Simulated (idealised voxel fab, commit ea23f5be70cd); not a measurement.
process module | voxel self aligned contacts
cross-section cut | 235 nm wide | cells 5 nm
A cross-section is a grid of square cells, given in bands from the top down. A band is one or more rows of cells.
Each band's line starts with the height of the band's top and of its bottom, in nm. Then come its materials from left to right, each with its width in nm. One material with "throughout" fills the band from edge to edge. "air" is empty space.
Height 0 is the level under which the wafer as received is all one material. The lowest band goes on downwards, as in "0 down".
A width such as "30 to 40" changes by the same amount from each row of cells to the next, from the band's top row to its bottom row.
"no change" after a step means that no cell of the cross-section changed.
closed voids: empty space of 8 cells or more with no open way to the top, each as width x height at its distance from the left edge, in nm
after a step's settings: what the simulator itself notes on the step
overlay nm, on a step with a mask: how far to the right of its planned place the mask lay; to the left if negative
plan
1 op RECEIVE | material Si
2 op CONFORMAL_DEP | material SiO2 | thk nm 5
3 op DIRECTIONAL_DEP | material polySi | thk nm 30
4 op DIRECTIONAL_DEP | material SiN | thk nm 20
5 op DIRECTIONAL_DEP | material aC | thk nm 15
6 op PATTERN | tone cover | mask id GATE | material resist | width nm 35 | pitch nm 75 | thk nm 30 | overlay nm 0
7 op DIRECTIONAL_ETCH | etch materials aC | depth nm 15
8 op STRIP | etch materials resist
9 op DIRECTIONAL_ETCH | etch materials SiN | depth nm 20
10 op DIRECTIONAL_ETCH | etch materials polySi | depth nm 30
11 op STRIP | etch materials aC
12 op CONFORMAL_DEP | material SiN | thk nm 10
13 op DIRECTIONAL_ETCH | etch materials SiN | depth nm 10
14 op FILL_DEP | material SiO2 | thk nm 20
15 op CMP | height nm 65
16 op DIRECTIONAL_DEP | material aC | thk nm 15
17 op PATTERN | tone open | mask id CONTACT | material resist | width nm 50 | pitch nm 75 | thk nm 35 | overlay nm 0
18 op DIRECTIONAL_ETCH | etch materials aC | depth nm 15
19 op STRIP | etch materials resist
20 op DIRECTIONAL_ETCH | etch materials SiO2 | depth nm 65
21 op STRIP | etch materials aC
22 op CONFORMAL_DEP | material TiN | thk nm 5
23 op FILL_DEP | material W | thk nm 10
24 op CMP | height nm 65
25 op CONFORMAL_DEP | material SiCN | thk nm 5
as received, after step 1
  0 down: Si throughout
  closed voids: none
a wafer at the end: this start, this plan, one mistake
  70 to 65: SiCN throughout
  65 to 55: SiO2 55 | TiN 5 to 15 | W 40 to 20 | TiN 5 to 15 | SiO2 25 | TiN 5 to 15 | W 40 to 20 | TiN 5 to 15 | SiO2 55
  55 to 35: SiO2 20 | SiN 45 | TiN 5 | W 20 | TiN 5 | SiN 45 | TiN 5 | W 20 | TiN 5 | SiN 45 | SiO2 20
  35 to 5: SiO2 20 | SiN 10 | polySi 25 | SiN 10 | TiN 5 | W 20 | TiN 5 | SiN 10 | polySi 25 | SiN 10 | TiN 5 | W 20 | TiN 5 | SiN 10 | polySi 25 | SiN 10 | SiO2 20
  5 to 0: SiO2 65 | TiN 30 | SiO2 45 | TiN 30 | SiO2 65
  0 down: Si throughout
  closed voids: none
what went wrong: step 6 ran as: op PATTERN | tone cover | mask id GATE | material resist | width nm 25 | pitch nm 75 | thk nm 30 | overlay nm 0
